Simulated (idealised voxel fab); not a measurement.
process module | voxel quadruple lines
cross-section cut | 285 nm wide | cells 5 nm
A cross-section is a grid of square cells, given in bands from the top down. A band is one or more rows of cells.
Each band's line starts with the height of the band's top and of its bottom, in nm. Then come its materials from left to right, each with its width in nm. One material with "throughout" fills the band from edge to edge. "air" is empty space.
Height 0 is the level under which the wafer as received is all one material. The lowest band goes on downwards, as in "0 down".
A width such as "30 to 40" changes by the same amount from each row of cells to the next, from the band's top row to its bottom row.
"no change" after a step means that no cell of the cross-section changed.
closed voids: empty space of 8 cells or more with no open way to the top, each as width x height at its distance from the left edge, in nm
after a step's settings: what the simulator itself notes on the step
overlay nm, on a step with a mask: how far to the right of its planned place the mask lay; to the left if negative
plan
1 op RECEIVE | material Si
2 op CONFORMAL_DEP | material SiO2 | thk nm 10
3 op DIRECTIONAL_DEP | material TiN | thk nm 10
4 op DIRECTIONAL_DEP | material polySi | thk nm 15
5 op DIRECTIONAL_DEP | material aC | thk nm 25
6 op PATTERN | tone cover | mask id MANDREL | material resist | width nm 25 | thk nm 35 | overlay nm -15
7 op DIRECTIONAL_ETCH | etch materials aC | depth nm 25
8 op STRIP | etch materials resist
9 op CONFORMAL_DEP | material SiO2 | thk nm 15
10 op DIRECTIONAL_ETCH | etch materials SiO2 | depth nm 15
11 op STRIP | etch materials aC
12 op DIRECTIONAL_ETCH | etch materials polySi | depth nm 15
13 op STRIP | etch materials SiO2
14 op CONFORMAL_DEP | material SiN | thk nm 5
15 op DIRECTIONAL_ETCH | etch materials SiN | depth nm 5
16 op STRIP | etch materials polySi
17 op DIRECTIONAL_ETCH | etch materials TiN | depth nm 10
18 op STRIP | etch materials SiN
varied across the wafers: overlay nm of step 6. The plan shows the first wafer's value. All wafers start alike
first wafer as received, after step 1
  0 down: Si throughout
  closed voids: none
each wafer at the end: cells of each material gained (+) or lost (-) since it was received, then its closed voids
overlay nm -15 | +114 SiO2 | +8 TiN | closed voids: none
overlay nm -10 | +114 SiO2 | +8 TiN | closed voids: none
overlay nm -5 | +114 SiO2 | +8 TiN | closed voids: none
overlay nm 0 | +114 SiO2 | +8 TiN | closed voids: none
overlay nm 5 | +114 SiO2 | +8 TiN | closed voids: none
overlay nm 10 | +114 SiO2 | +8 TiN | closed voids: none
overlay nm 15 | +114 SiO2 | +8 TiN | closed voids: none
